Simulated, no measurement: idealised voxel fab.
Process module under the name voxel gate over fins
Square cells of 5 nm make up the cross-section cut, whose width is 250 nm.
Bands, listed from the top down, are how a cross-section gets written in this document; the cross-section itself is a grid of square cells, and a band is one or more rows of them.
This entry defines a band. It first specifies the height of the band's top and the height of its bottom in nm, and then specifies the band's materials from left to right, stating each material with its width in nm. The word "throughout" identifies a single material that fills the band from edge to edge, while the word "air" identifies empty space.
Heights from 0 (as-received wafer is one material below). Bottom band endless downward, as "from 0 down".
The expression "30 to 40" gives the width at the extremes of the band, the first number at its top row of cells and the second at its bottom row, with the width changing by equal amounts from each row to the next in between.
No cell of the cross-section changed in a step that is given as "nothing altered".
Voids not open to the top, 8 cells minimum: see "Voids, enclosed". Written width x height at distance; distance is from the left edge; nm.
Formally, on a step line, whatever follows the settings is a remark that the simulator itself makes on the step.
The "overlay nm" setting may appear on a step's line; for a step that uses a mask, it gives how far to the right of its planned position the mask lay, and a negative value indicates the left.

# Process steps foreseen in the plan
1) RECEIVE | material Si
2) CONFORMAL_DEP | material SiN | thk nm 5
3) DIRECTIONAL_DEP | material aC | thk nm 15
4) PATTERN | tone cover | mask id FINS | material resist | width nm 15 | pitch nm 50 | thk nm 30 | overlay nm 0
5) DIRECTIONAL_ETCH | etch materials aC | depth nm 15
6) STRIP | etch materials resist
7) DIRECTIONAL_ETCH | etch materials SiN | depth nm 5
8) DIRECTIONAL_ETCH | etch materials Si | depth nm 40
9) STRIP | etch materials aC
10) FILL_DEP | material SiO2 | thk nm 15
11) CMP | height nm 5
12) DIRECTIONAL_DEP | material aC | thk nm 10
13) PATTERN | tone open | mask id RAIL | material resist | width nm 15 | thk nm 25 | overlay nm 0
14) DIRECTIONAL_ETCH | etch materials aC | depth nm 10
15) STRIP | etch materials resist
16) DIRECTIONAL_ETCH | etch materials SiO2 | depth nm 40
17) STRIP | etch materials aC
18) CONFORMAL_DEP | material TiN | thk nm 5
19) FILL_DEP | material Ru | thk nm 5
20) CMP | height nm 5
21) SELECTIVE_ETCH | etch materials W Ru TiN | depth nm 20
22) FILL_DEP | material SiO2 | thk nm 5
23) CMP | height nm 5
24) SELECTIVE_ETCH | etch materials SiO2 | depth nm 15
25) STRIP | etch materials SiN
26) CONFORMAL_DEP | material HfO2 | thk nm 5
27) CONFORMAL_DEP | material TiN | thk nm 5
28) FILL_DEP | material W | thk nm 15
29) CMP | height nm 20
30) CONFORMAL_DEP | material SiN | thk nm 5

# Cross-sectional view of the wafer in its as-received condition, corresponding to the state after step 1
* from 0 down: Si throughout
* Voids, enclosed: none

# Final wafer profile in cross-section after the module, from the same start and plan as above, with one mistake made during processing
* from 25 to 20: SiN throughout
* from 20 to 10: W throughout
* from 10 to 5: W 55 nm | SiN 35 nm | W 15 nm | SiN 35 nm | W 15 nm | SiN 35 nm | W 60 nm
* from 5 to 0: W 55 nm | SiN 5 nm | HfO2 25 nm | SiN 5 nm | W 15 nm | SiN 5 nm | HfO2 25 nm | SiN 5 nm | W 15 nm | SiN 5 nm | HfO2 25 nm | SiN 5 nm | W 60 nm
* from 0 to -5: SiN 60 nm | HfO2 5 nm | Si 15 nm | HfO2 5 nm | SiN 25 nm | HfO2 5 nm | Si 15 nm | HfO2 5 nm | SiN 25 nm | HfO2 5 nm | Si 15 nm | HfO2 5 nm | SiN 65 nm
* from -5 to -10: HfO2 65 nm | Si 15 nm | HfO2 35 nm | Si 15 nm | HfO2 35 nm | Si 15 nm | HfO2 70 nm
* from -10 to -15: SiO2 65 nm | Si 15 nm | SiO2 35 nm | Si 15 nm | SiO2 35 nm | Si 15 nm | SiO2 70 nm
* from -15 to -30: SiO2 65 nm | Si 15 nm | SiO2 10 nm | TiN 5 nm | Ru 5 nm | TiN 5 nm | SiO2 10 nm | Si 15 nm | SiO2 35 nm | Si 15 nm | SiO2 70 nm
* from -30 to -35: SiO2 65 nm | Si 15 nm | SiO2 10 nm | TiN 15 nm | SiO2 10 nm | Si 15 nm | SiO2 35 nm | Si 15 nm | SiO2 70 nm
* from -35 to -40: SiO2 65 nm | Si 15 nm | SiO2 35 nm | Si 15 nm | SiO2 35 nm | Si 15 nm | SiO2 70 nm
* from -40 down: Si throughout
* Voids, enclosed: none
What went wrong in running the wafer? heads up, step 27 didn't go per plan, it actually ran as CONFORMAL_DEP | material SiN | thk nm 5
